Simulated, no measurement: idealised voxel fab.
Module name: voxel tone inversion (process module)
205 nm wide, 5 nm square cells: that's cross-section cut.
A cross-section is a grid of square cells, given in bands from the top down. A band is one or more rows of cells. Look at the band entry: it leads with the top's height and the bottom's height in nm. Then it lists the materials left to right, with a width in nm for each. The word "edge to edge" on a single material says that material fills the band edge to edge. The word "empty" is empty space. A quick word on heights: they are counted from 0, and under that level the wafer as it came to us is one material throughout. The lowest band is different from the rest in having no bottom; it simply continues downward, written as in "top 0, no bottom". Quick explanation for "30->40": the width changes in equal steps down the rows of cells, from the first number in the band's top row to the second number in its bottom row. The designation "remains unaltered", where it is given for a processing step, indicates that no cell of the cross-section was altered in the course of that step. "Entrapped voids" enumerates empty spaces isolated from the top, with no open way to it, that contain at least 8 cells, giving each as width x height at distance from the left edge, all three in nm. Step line, after settings: the simulator's comment on this step. Each step line may optionally specify "overlay nm", which for a step with a mask gives the rightward distance between the mask's planned place and where it lay, a negative value indicating the leftward direction. Pairs, read this way: before one process step on the one hand, after it on the other, the after cross-section ending at the lowest band that changed; the step between, settings included, beneath. Same starting wafer throughout, but possibly different runs of this module, so no pair continues from the pair above unless its entry headed "Preceding state" says so.

[Preceding state]
    top 0, no bottom = Si edge to edge
    Entrapped voids: none

[Structure After Step]
    top 5, bottom 0 = SiCN edge to edge
    Below 0, no change.
    Entrapped voids: none
Process step separating the two views above: op CONFORMAL_DEP | material SiCN | thk nm 5

Preceding state: starting point is the after cross-section of the pair just above.

[Structure After Step]
    top 30, bottom 5 = aC edge to edge
    Below 5, no change.
    Entrapped voids: none
Process step separating the two views above: op DIRECTIONAL_DEP | material aC | thk nm 25

Preceding state: starting point is the after cross-section of the pair just above.

[Structure After Step]
    top 65, bottom 30 = 30 of empty  25 of resist  15 of empty  25 of resist  15 of empty  25 of resist  15 of empty  25 of resist  30 of empty
    Below 30, no change.
    Entrapped voids: none
Process step separating the two views above: op PATTERN | tone cover | mask id POSTS | material resist | width nm 25 | pitch nm 40 | thk nm 35 | overlay nm 0

Preceding state: starting point is the after cross-section of the pair just above.

[Structure After Step]
    top 40, bottom 30 = 30 of empty  25 of resist  15 of empty  25 of resist  15 of empty  25 of resist  15 of empty  25 of resist  30 of empty
    top 30, bottom 5 = 30 of empty  25 of aC  15 of empty  25 of aC  15 of empty  25 of aC  15 of empty  25 of aC  30 of empty
    Below 5, no change.
    Entrapped voids: none
Process step separating the two views above: op DIRECTIONAL_ETCH | etch materials aC | depth nm 25

Preceding state: starting point is the after cross-section of the pair just above.

[Structure After Step]
    top 30, bottom 5 = 30 of empty  25 of aC  15 of empty  25 of aC  15 of empty  25 of aC  15 of empty  25 of aC  30 of empty
    Below 5, no change.
    Entrapped voids: none
Process step separating the two views above: op STRIP | etch materials resist

Preceding state: starting point is the after cross-section of the pair just above.

[Structure After Step]
    top 40, bottom 30 = lowk edge to edge
    top 30, bottom 5 = 30 of lowk  25 of aC  15 of lowk  25 of aC  15 of lowk  25 of aC  15 of lowk  25 of aC  30 of lowk
    Below 5, no change.
    Entrapped voids: none
Process step separating the two views above: op FILL_DEP | material lowk | thk nm 10

Preceding state: starting point is the after cross-section of the pair just above.

[Structure After Step]
    top 30, bottom 5 = 30 of lowk  25 of aC  15 of lowk  25 of aC  15 of lowk  25 of aC  15 of lowk  25 of aC  30 of lowk
    Below 5, no change.
    Entrapped voids: none
Process step separating the two views above: op CMP | height nm 30

Preceding state: starting point is the after cross-section of the pair just above.

[Structure After Step]
    top 30, bottom 5 = 30 of lowk  25 of empty  15 of lowk  25 of empty  15 of lowk  25 of empty  15 of lowk  25 of empty  30 of lowk
    Below 5, no change.
    Entrapped voids: none
Process step separating the two views above: op STRIP | etch materials aC

Preceding state: starting point is the after cross-section of the pair just above.

[Structure After Step]
    top 35, bottom 30 = 35 of TiN  15 of empty  25 of TiN  15 of empty  25 of TiN  15 of empty  25 of TiN  15 of empty  35 of TiN
    top 30, bottom 10 = 30 of lowk  5 of TiN  15 of empty  5 of TiN  15 of lowk  5 of TiN  15 of empty  5 of TiN  15 of lowk  5 of TiN  15 of empty  5 of TiN  15 of lowk  5 of TiN  15 of empty  5 of TiN  30 of lowk
    top 10, bottom 5 = 30 of lowk  25 of TiN  15 of lowk  25 of TiN  15 of lowk  25 of TiN  15 of lowk  25 of TiN  30 of lowk
    Below 5, no change.
    Entrapped voids: none
Process step separating the two views above: op CONFORMAL_DEP | material TiN | thk nm 5

Preceding state: starting point is the after cross-section of the pair just above.

[Structure After Step]
    top 40, bottom 35 = Cu edge to edge
    top 35, bottom 30 = 35 of TiN  15 of Cu  25 of TiN  15 of Cu  25 of TiN  15 of Cu  25 of TiN  15 of Cu  35 of TiN
    top 30, bottom 10 = 30 of lowk  5 of TiN  15 of Cu  5 of TiN  15 of lowk  5 of TiN  15 of Cu  5 of TiN  15 of lowk  5 of TiN  15 of Cu  5 of TiN  15 of lowk  5 of TiN  15 of Cu  5 of TiN  30 of lowk
    Below 10, no change.
    Entrapped voids: none
Process step separating the two views above: op FILL_DEP | material Cu | thk nm 5

Preceding state: starting point is the after cross-section of the pair just above.

[Structure After Step]
    top 30, bottom 10 = 30 of lowk  5 of TiN  15 of Cu  5 of TiN  15 of lowk  5 of TiN  15 of Cu  5 of TiN  15 of lowk  5 of TiN  15 of Cu  5 of TiN  15 of lowk  5 of TiN  15 of Cu  5 of TiN  30 of lowk
    Below 10, no change.
    Entrapped voids: none
Process step separating the two views above: op CMP | height nm 30

Preceding state: starting point is the after cross-section of the pair just above.

[Structure After Step]
    top 35, bottom 30 = SiN edge to edge
    Below 30, no change.
    Entrapped voids: none
Process step separating the two views above: op CONFORMAL_DEP | material SiN | thk nm 5

[Preceding state]
    top 0, no bottom = Si edge to edge
    Entrapped voids: none

[Structure After Step]
    top 25, bottom 0 = aC edge to edge
    Below 0, no change.
    Entrapped voids: none
Process step separating the two views above: op DIRECTIONAL_DEP | material aC | thk nm 25

Preceding state: starting point is the after cross-section of the pair just above.

[Structure After Step]
    top 60, bottom 25 = 30 of empty  25 of resist  15 of empty  25 of resist  15 of empty  25 of resist  15 of empty  25 of resist  30 of empty
    Below 25, no change.
    Entrapped voids: none
Process step separating the two views above: op PATTERN | tone cover | mask id POSTS | material resist | width nm 25 | pitch nm 40 | thk nm 35 | overlay nm 0

Preceding state: starting point is the after cross-section of the pair just above.

[Structure After Step]
    top 35, bottom 25 = 30 of empty  25 of resist  15 of empty  25 of resist  15 of empty  25 of resist  15 of empty  25 of resist  30 of empty
    top 25, bottom 0 = 30 of empty  25 of aC  15 of empty  25 of aC  15 of empty  25 of aC  15 of empty  25 of aC  30 of empty
    Below 0, no change.
    Entrapped voids: none
Process step separating the two views above: op DIRECTIONAL_ETCH | etch materials aC | depth nm 25

Preceding state: starting point is the after cross-section of the pair just above.

[Structure After Step]
    top 25, bottom 0 = 30 of empty  25 of aC  15 of empty  25 of aC  15 of empty  25 of aC  15 of empty  25 of aC  30 of empty
    Below 0, no change.
    Entrapped voids: none
Process step separating the two views above: op STRIP | etch materials resist

Preceding state: starting point is the after cross-section of the pair just above.

[Structure After Step]
    top 35, bottom 25 = lowk edge to edge
    top 25, bottom 0 = 30 of lowk  25 of aC  15 of lowk  25 of aC  15 of lowk  25 of aC  15 of lowk  25 of aC  30 of lowk
    Below 0, no change.
    Entrapped voids: none
Process step separating the two views above: op FILL_DEP | material lowk | thk nm 10

Preceding state: starting point is the after cross-section of the pair just above.

[Structure After Step]
    top 30, bottom 25 = lowk edge to edge
    Below 25, no change.
    Entrapped voids: none
Process step separating the two views above: op CMP | height nm 30

Preceding state: starting point is the after cross-section of the pair just above.

[Structure After Step]
    top 35, bottom 30 = TiN edge to edge
    Below 30, no change.
    Entrapped voids: none
Process step separating the two views above: op CONFORMAL_DEP | material TiN | thk nm 5

Preceding state: starting point is the after cross-section of the pair just above.

[Structure After Step]
    top 40, bottom 35 = Cu edge to edge
    Below 35, no change.
    Entrapped voids: none
Process step separating the two views above: op FILL_DEP | material Cu | thk nm 5

Preceding state: starting point is the after cross-section of the pair just above.

[Structure After Step]
    top 30, bottom 25 = lowk edge to edge
    Below 25, no change.
    Entrapped voids: none
Process step separating the two views above: op CMP | height nm 30

Preceding state: starting point is the after cross-section of the pair just above.

[Structure After Step]
    top 35, bottom 30 = SiN edge to edge
    Below 30, no change.
    Entrapped voids: none
Process step separating the two views above: op CONFORMAL_DEP | material SiN | thk nm 5

[Preceding state]
    top 25, bottom 0 = aC edge to edge
    top 0, no bottom = Si edge to edge
    Entrapped voids: none

[Structure After Step]
    top 30, bottom 25 = SiCN edge to edge
    Below 25, no change.
    Entrapped voids: none
Process step separating the two views above: op CONFORMAL_DEP | material SiCN | thk nm 5

Preceding state: starting point is the after cross-section of the pair just above.

[Structure After Step]
    top 65, bottom 30 = 30 of empty  25 of resist  15 of empty  25 of resist  15 of empty  25 of resist  15 of empty  25 of resist  30 of empty
    Below 30, no change.
    Entrapped voids: none
Process step separating the two views above: op PATTERN | tone cover | mask id POSTS | material resist | width nm 25 | pitch nm 40 | thk nm 35 | overlay nm 0

Preceding state: starting point is the after cross-section of the pair just above.

[Structure After Step]
    top 40, bottom 30 = 30 of empty  25 of resist  15 of empty  25 of resist  15 of empty  25 of resist  15 of empty  25 of resist  30 of empty
    Below 30, no change.
    Entrapped voids: none
Process step separating the two views above: op DIRECTIONAL_ETCH | etch materials aC | depth nm 25

Preceding state: starting point is the after cross-section of the pair just above.

[Structure After Step]
    top 30, bottom 25 = SiCN edge to edge
    Below 25, no change.
    Entrapped voids: none
Process step separating the two views above: op STRIP | etch materials resist

Preceding state: starting point is the after cross-section of the pair just above.

[Structure After Step]
    top 40, bottom 30 = lowk edge to edge
    Below 30, no change.
    Entrapped voids: none
Process step separating the two views above: op FILL_DEP | material lowk | thk nm 10

Preceding state: starting point is the after cross-section of the pair just above.

[Structure After Step]
    top 30, bottom 25 = SiCN edge to edge
    Below 25, no change.
    Entrapped voids: none
Process step separating the two views above: op CMP | height nm 30

Preceding state: starting point is the after cross-section of the pair just above.

[Structure After Step]
    top 35, bottom 30 = TiN edge to edge
    Below 30, no change.
    Entrapped voids: none
Process step separating the two views above: op CONFORMAL_DEP | material TiN | thk nm 5

Preceding state: starting point is the after cross-section of the pair just above.

[Structure After Step]
    top 40, bottom 35 = Cu edge to edge
    Below 35, no change.
    Entrapped voids: none
Process step separating the two views above: op FILL_DEP | material Cu | thk nm 5

Preceding state: starting point is the after cross-section of the pair just above.

[Structure After Step]
    top 30, bottom 25 = SiCN edge to edge
    Below 25, no change.
    Entrapped voids: none
Process step separating the two views above: op CMP | height nm 30

Preceding state: starting point is the after cross-section of the pair just above.

[Structure After Step]
    top 35, bottom 30 = SiN edge to edge
    Below 30, no change.
    Entrapped voids: none
Process step separating the two views above: op CONFORMAL_DEP | material SiN | thk nm 5

[Preceding state]
    top 40, bottom 30 = lowk edge to edge
    top 30, bottom 5 = 30 of lowk  25 of aC  15 of lowk  25 of aC  15 of lowk  25 of aC  15 of lowk  25 of aC  30 of lowk
    top 5, bottom 0 = SiCN edge to edge
    top 0, no bottom = Si edge to edge
    Entrapped voids: none

[Structure After Step]
    top 25, bottom 5 = 30 of lowk  25 of aC  15 of lowk  25 of aC  15 of lowk  25 of aC  15 of lowk  25 of aC  30 of lowk
    Below 5, no change.
    Entrapped voids: none
Process step separating the two views above: op CMP | height nm 25

Preceding state: starting point is the after cross-section of the pair just above.

[Structure After Step]
    top 25, bottom 5 = 30 of lowk  25 of empty  15 of lowk  25 of empty  15 of lowk  25 of empty  15 of lowk  25 of empty  30 of lowk
    Below 5, no change.
    Entrapped voids: none
Process step separating the two views above: op STRIP | etch materials aC

Preceding state: starting point is the after cross-section of the pair just above.

[Structure After Step]
    top 30, bottom 25 = 35 of TiN  15 of empty  25 of TiN  15 of empty  25 of TiN  15 of empty  25 of TiN  15 of empty  35 of TiN
    top 25, bottom 10 = 30 of lowk  5 of TiN  15 of empty  5 of TiN  15 of lowk  5 of TiN  15 of empty  5 of TiN  15 of lowk  5 of TiN  15 of empty  5 of TiN  15 of lowk  5 of TiN  15 of empty  5 of TiN  30 of lowk
    top 10, bottom 5 = 30 of lowk  25 of TiN  15 of lowk  25 of TiN  15 of lowk  25 of TiN  15 of lowk  25 of TiN  30 of lowk
    Below 5, no change.
    Entrapped voids: none
Process step separating the two views above: op CONFORMAL_DEP | material TiN | thk nm 5

Preceding state: starting point is the after cross-section of the pair just above.

[Structure After Step]
    top 35, bottom 30 = Cu edge to edge
    top 30, bottom 25 = 35 of TiN  15 of Cu  25 of TiN  15 of Cu  25 of TiN  15 of Cu  25 of TiN  15 of Cu  35 of TiN
    top 25, bottom 10 = 30 of lowk  5 of TiN  15 of Cu  5 of TiN  15 of lowk  5 of TiN  15 of Cu  5 of TiN  15 of lowk  5 of TiN  15 of Cu  5 of TiN  15 of lowk  5 of TiN  15 of Cu  5 of TiN  30 of lowk
    Below 10, no change.
    Entrapped voids: none
Process step separating the two views above: op FILL_DEP | material Cu | thk nm 5

Preceding state: starting point is the after cross-section of the pair just above.

[Structure After Step]
    top 30, bottom 25 = 35 of TiN  15 of Cu  25 of TiN  15 of Cu  25 of TiN  15 of Cu  25 of TiN  15 of Cu  35 of TiN
    Below 25, no change.
    Entrapped voids: none
Process step separating the two views above: op CMP | height nm 30

Preceding state: starting point is the after cross-section of the pair just above.

[Structure After Step]
    top 35, bottom 30 = SiN edge to edge
    Below 30, no change.
    Entrapped voids: none
Process step separating the two views above: op CONFORMAL_DEP | material SiN | thk nm 5

[Preceding state]
    top 30, bottom 5 = aC edge to edge
    top 5, bottom 0 = SiCN edge to edge
    top 0, no bottom = Si edge to edge
    Entrapped voids: none

[Structure After Step]
    top 65, bottom 30 = 35 of empty  20 of resist  20 of empty  20 of resist  20 of empty  20 of resist  20 of empty  20 of resist  30 of empty
    Below 30, no change.
    Entrapped voids: none
Process step separating the two views above: op PATTERN | tone cover | mask id POSTS | material resist | width nm 20 | pitch nm 40 | thk nm 35 | overlay nm 0

Preceding state: starting point is the after cross-section of the pair just above.

[Structure After Step]
    top 40, bottom 30 = 35 of empty  20 of resist  20 of empty  20 of resist  20 of empty  20 of resist  20 of empty  20 of resist  30 of empty
    top 30, bottom 5 = 35 of empty  20 of aC  20 of empty  20 of aC  20 of empty  20 of aC  20 of empty  20 of aC  30 of empty
    Below 5, no change.
    Entrapped voids: none
Process step separating the two views above: op DIRECTIONAL_ETCH | etch materials aC | depth nm 25

Preceding state: starting point is the after cross-section of the pair just above.

[Structure After Step]
    top 30, bottom 5 = 35 of empty  20 of aC  20 of empty  20 of aC  20 of empty  20 of aC  20 of empty  20 of aC  30 of empty
    Below 5, no change.
    Entrapped voids: none
Process step separating the two views above: op STRIP | etch materials resist

Preceding state: starting point is the after cross-section of the pair just above.

[Structure After Step]
    top 40, bottom 30 = lowk edge to edge
    top 30, bottom 5 = 35 of lowk  20 of aC  20 of lowk  20 of aC  20 of lowk  20 of aC  20 of lowk  20 of aC  30 of lowk
    Below 5, no change.
    Entrapped voids: none
Process step separating the two views above: op FILL_DEP | material lowk | thk nm 10

Preceding state: starting point is the after cross-section of the pair just above.

[Structure After Step]
    top 30, bottom 5 = 35 of lowk  20 of aC  20 of lowk  20 of aC  20 of lowk  20 of aC  20 of lowk  20 of aC  30 of lowk
    Below 5, no change.
    Entrapped voids: none
Process step separating the two views above: op CMP | height nm 30

Preceding state: starting point is the after cross-section of the pair just above.

[Structure After Step]
    top 30, bottom 5 = 35 of lowk  20 of empty  20 of lowk  20 of empty  20 of lowk  20 of empty  20 of lowk  20 of empty  30 of lowk
    Below 5, no change.
    Entrapped voids: none
Process step separating the two views above: op STRIP | etch materials aC

Preceding state: starting point is the after cross-section of the pair just above.

[Structure After Step]
    top 35, bottom 30 = 40 of TiN  10 of empty  30 of TiN  10 of empty  30 of TiN  10 of empty  30 of TiN  10 of empty  35 of TiN
    top 30, bottom 10 = 35 of lowk  5 of TiN  10 of empty  5 of TiN  20 of lowk  5 of TiN  10 of empty  5 of TiN  20 of lowk  5 of TiN  10 of empty  5 of TiN  20 of lowk  5 of TiN  10 of empty  5 of TiN  30 of lowk
    top 10, bottom 5 = 35 of lowk  20 of TiN  20 of lowk  20 of TiN  20 of lowk  20 of TiN  20 of lowk  20 of TiN  30 of lowk
    Below 5, no change.
    Entrapped voids: none
Process step separating the two views above: op CONFORMAL_DEP | material TiN | thk nm 5

Preceding state: starting point is the after cross-section of the pair just above.

[Structure After Step]
    top 40, bottom 35 = Cu edge to edge
    top 35, bottom 30 = 40 of TiN  10 of Cu  30 of TiN  10 of Cu  30 of TiN  10 of Cu  30 of TiN  10 of Cu  35 of TiN
    top 30, bottom 10 = 35 of lowk  5 of TiN  10 of Cu  5 of TiN  20 of lowk  5 of TiN  10 of Cu  5 of TiN  20 of lowk  5 of TiN  10 of Cu  5 of TiN  20 of lowk  5 of TiN  10 of Cu  5 of TiN  30 of lowk
    Below 10, no change.
    Entrapped voids: none
Process step separating the two views above: op FILL_DEP | material Cu | thk nm 5

Preceding state: starting point is the after cross-section of the pair just above.

[Structure After Step]
    top 30, bottom 10 = 35 of lowk  5 of TiN  10 of Cu  5 of TiN  20 of lowk  5 of TiN  10 of Cu  5 of TiN  20 of lowk  5 of TiN  10 of Cu  5 of TiN  20 of lowk  5 of TiN  10 of Cu  5 of TiN  30 of lowk
    Below 10, no change.
    Entrapped voids: none
Process step separating the two views above: op CMP | height nm 30

Preceding state: starting point is the after cross-section of the pair just above.

[Structure After Step]
    top 35, bottom 30 = SiN edge to edge
    Below 30, no change.
    Entrapped voids: none
Process step separating the two views above: op CONFORMAL_DEP | material SiN | thk nm 5

[Preceding state]
    top 30, bottom 5 = aC edge to edge
    top 5, bottom 0 = SiCN edge to edge
    top 0, no bottom = Si edge to edge
    Entrapped voids: none

[Structure After Step]
    top 65, bottom 30 = 20 of empty  25 of resist  15 of empty  25 of resist  15 of empty  25 of resist  15 of empty  25 of resist  40 of empty
    Below 30, no change.
    Entrapped voids: none
Process step separating the two views above: op PATTERN | tone cover | mask id POSTS | material resist | width nm 25 | pitch nm 40 | thk nm 35 | overlay nm -10

Preceding state: starting point is the after cross-section of the pair just above.

[Structure After Step]
    top 40, bottom 30 = 20 of empty  25 of resist  15 of empty  25 of resist  15 of empty  25 of resist  15 of empty  25 of resist  40 of empty
    top 30, bottom 5 = 20 of empty  25 of aC  15 of empty  25 of aC  15 of empty  25 of aC  15 of empty  25 of aC  40 of empty
    Below 5, no change.
    Entrapped voids: none
Process step separating the two views above: op DIRECTIONAL_ETCH | etch materials aC | depth nm 25

Preceding state: starting point is the after cross-section of the pair just above.

[Structure After Step]
    top 30, bottom 5 = 20 of empty  25 of aC  15 of empty  25 of aC  15 of empty  25 of aC  15 of empty  25 of aC  40 of empty
    Below 5, no change.
    Entrapped voids: none
Process step separating the two views above: op STRIP | etch materials resist

Preceding state: starting point is the after cross-section of the pair just above.

[Structure After Step]
    top 40, bottom 30 = lowk edge to edge
    top 30, bottom 5 = 20 of lowk  25 of aC  15 of lowk  25 of aC  15 of lowk  25 of aC  15 of lowk  25 of aC  40 of lowk
    Below 5, no change.
    Entrapped voids: none
Process step separating the two views above: op FILL_DEP | material lowk | thk nm 10

Preceding state: starting point is the after cross-section of the pair just above.

[Structure After Step]
    top 30, bottom 5 = 20 of lowk  25 of aC  15 of lowk  25 of aC  15 of lowk  25 of aC  15 of lowk  25 of aC  40 of lowk
    Below 5, no change.
    Entrapped voids: none
Process step separating the two views above: op CMP | height nm 30

Preceding state: starting point is the after cross-section of the pair just above.

[Structure After Step]
    top 30, bottom 5 = 20 of lowk  25 of empty  15 of lowk  25 of empty  15 of lowk  25 of empty  15 of lowk  25 of empty  40 of lowk
    Below 5, no change.
    Entrapped voids: none
Process step separating the two views above: op STRIP | etch materials aC

Preceding state: starting point is the after cross-section of the pair just above.

[Structure After Step]
    top 35, bottom 30 = 25 of TiN  15 of empty  25 of TiN  15 of empty  25 of TiN  15 of empty  25 of TiN  15 of empty  45 of TiN
    top 30, bottom 10 = 20 of lowk  5 of TiN  15 of empty  5 of TiN  15 of lowk  5 of TiN  15 of empty  5 of TiN  15 of lowk  5 of TiN  15 of empty  5 of TiN  15 of lowk  5 of TiN  15 of empty  5 of TiN  40 of lowk
    top 10, bottom 5 = 20 of lowk  25 of TiN  15 of lowk  25 of TiN  15 of lowk  25 of TiN  15 of lowk  25 of TiN  40 of lowk
    Below 5, no change.
    Entrapped voids: none
Process step separating the two views above: op CONFORMAL_DEP | material TiN | thk nm 5

Preceding state: starting point is the after cross-section of the pair just above.

[Structure After Step]
    top 40, bottom 35 = Cu edge to edge
    top 35, bottom 30 = 25 of TiN  15 of Cu  25 of TiN  15 of Cu  25 of TiN  15 of Cu  25 of TiN  15 of Cu  45 of TiN
    top 30, bottom 10 = 20 of lowk  5 of TiN  15 of Cu  5 of TiN  15 of lowk  5 of TiN  15 of Cu  5 of TiN  15 of lowk  5 of TiN  15 of Cu  5 of TiN  15 of lowk  5 of TiN  15 of Cu  5 of TiN  40 of lowk
    Below 10, no change.
    Entrapped voids: none
Process step separating the two views above: op FILL_DEP | material Cu | thk nm 5

Preceding state: starting point is the after cross-section of the pair just above.

[Structure After Step]
    top 30, bottom 10 = 20 of lowk  5 of TiN  15 of Cu  5 of TiN  15 of lowk  5 of TiN  15 of Cu  5 of TiN  15 of lowk  5 of TiN  15 of Cu  5 of TiN  15 of lowk  5 of TiN  15 of Cu  5 of TiN  40 of lowk
    Below 10, no change.
    Entrapped voids: none
Process step separating the two views above: op CMP | height nm 30

Preceding state: starting point is the after cross-section of the pair just above.

[Structure After Step]
    top 35, bottom 30 = SiN edge to edge
    Below 30, no change.
    Entrapped voids: none
Process step separating the two views above: op CONFORMAL_DEP | material SiN | thk nm 5

[Preceding state]
    top 30, bottom 10 = 30 of lowk  5 of TiN  15 of Cu  5 of TiN  15 of lowk  5 of TiN  15 of Cu  5 of TiN  15 of lowk  5 of TiN  15 of Cu  5 of TiN  15 of lowk  5 of TiN  15 of Cu  5 of TiN  30 of lowk
    top 10, bottom 5 = 30 of lowk  25 of TiN  15 of lowk  25 of TiN  15 of lowk  25 of TiN  15 of lowk  25 of TiN  30 of lowk
    top 5, bottom 0 = SiCN edge to edge
    top 0, no bottom = Si edge to edge
    Entrapped voids: none

[Structure After Step]
    top 35, bottom 30 = SiCN edge to edge
    Below 30, no change.
    Entrapped voids: none
Process step separating the two views above: op CONFORMAL_DEP | material SiCN | thk nm 5

[Preceding state]
    top 30, bottom 5 = aC edge to edge
    top 5, bottom 0 = SiCN edge to edge
    top 0, no bottom = Si edge to edge
    Entrapped voids: none

[Structure After Step]
    top 65, bottom 30 = 30 of resist  25 of empty  15 of resist  25 of empty  15 of resist  25 of empty  15 of resist  25 of empty  30 of resist
    Below 30, no change.
    Entrapped voids: none
Process step separating the two views above: op PATTERN | tone open | mask id POSTS | material resist | width nm 25 | pitch nm 40 | thk nm 35 | overlay nm 0

Preceding state: starting point is the after cross-section of the pair just above.

[Structure After Step]
    top 40, bottom 30 = 30 of resist  25 of empty  15 of resist  25 of empty  15 of resist  25 of empty  15 of resist  25 of empty  30 of resist
    top 30, bottom 5 = 30 of aC  25 of empty  15 of aC  25 of empty  15 of aC  25 of empty  15 of aC  25 of empty  30 of aC
    Below 5, no change.
    Entrapped voids: none
Process step separating the two views above: op DIRECTIONAL_ETCH | etch materials aC | depth nm 25

Preceding state: starting point is the after cross-section of the pair just above.

[Structure After Step]
    top 30, bottom 5 = 30 of aC  25 of empty  15 of aC  25 of empty  15 of aC  25 of empty  15 of aC  25 of empty  30 of aC
    Below 5, no change.
    Entrapped voids: none
Process step separating the two views above: op STRIP | etch materials resist

Preceding state: starting point is the after cross-section of the pair just above.

[Structure After Step]
    top 40, bottom 30 = lowk edge to edge
    top 30, bottom 5 = 30 of aC  25 of lowk  15 of aC  25 of lowk  15 of aC  25 of lowk  15 of aC  25 of lowk  30 of aC
    Below 5, no change.
    Entrapped voids: none
Process step separating the two views above: op FILL_DEP | material lowk | thk nm 10

Preceding state: starting point is the after cross-section of the pair just above.

[Structure After Step]
    top 30, bottom 5 = 30 of aC  25 of lowk  15 of aC  25 of lowk  15 of aC  25 of lowk  15 of aC  25 of lowk  30 of aC
    Below 5, no change.
    Entrapped voids: none
Process step separating the two views above: op CMP | height nm 30

Preceding state: starting point is the after cross-section of the pair just above.

[Structure After Step]
    top 30, bottom 5 = 30 of empty  25 of lowk  15 of empty  25 of lowk  15 of empty  25 of lowk  15 of empty  25 of lowk  30 of empty
    Below 5, no change.
    Entrapped voids: none
Process step separating the two views above: op STRIP | etch materials aC

Preceding state: starting point is the after cross-section of the pair just above.

[Structure After Step]
    top 35, bottom 30 = 25 of empty  35 of TiN  5 of empty  35 of TiN  5 of empty  35 of TiN  5 of empty  35 of TiN  25 of empty
    top 30, bottom 10 = 25 of empty  5 of TiN  25 of lowk  5 of TiN  5 of empty  5 of TiN  25 of lowk  5 of TiN  5 of empty  5 of TiN  25 of lowk  5 of TiN  5 of empty  5 of TiN  25 of lowk  5 of TiN  25 of empty
    top 10, bottom 5 = 30 of TiN  25 of lowk  15 of TiN  25 of lowk  15 of TiN  25 of lowk  15 of TiN  25 of lowk  30 of TiN
    Below 5, no change.
    Entrapped voids: none
Process step separating the two views above: op CONFORMAL_DEP | material TiN | thk nm 5

Preceding state: starting point is the after cross-section of the pair just above.

[Structure After Step]
    top 40, bottom 35 = Cu edge to edge
    top 35, bottom 30 = 25 of Cu  35 of TiN  5 of Cu  35 of TiN  5 of Cu  35 of TiN  5 of Cu  35 of TiN  25 of Cu
    top 30, bottom 10 = 25 of Cu  5 of TiN  25 of lowk  5 of TiN  5 of Cu  5 of TiN  25 of lowk  5 of TiN  5 of Cu  5 of TiN  25 of lowk  5 of TiN  5 of Cu  5 of TiN  25 of lowk  5 of TiN  25 of Cu
    Below 10, no change.
    Entrapped voids: none
Process step separating the two views above: op FILL_DEP | material Cu | thk nm 5

Preceding state: starting point is the after cross-section of the pair just above.

[Structure After Step]
    top 30, bottom 10 = 25 of Cu  5 of TiN  25 of lowk  5 of TiN  5 of Cu  5 of TiN  25 of lowk  5 of TiN  5 of Cu  5 of TiN  25 of lowk  5 of TiN  5 of Cu  5 of TiN  25 of lowk  5 of TiN  25 of Cu
    Below 10, no change.
    Entrapped voids: none
Process step separating the two views above: op CMP | height nm 30

Preceding state: starting point is the after cross-section of the pair just above.

[Structure After Step]
    top 35, bottom 30 = SiN edge to edge
    Below 30, no change.
    Entrapped voids: none
Process step separating the two views above: op CONFORMAL_DEP | material SiN | thk nm 5
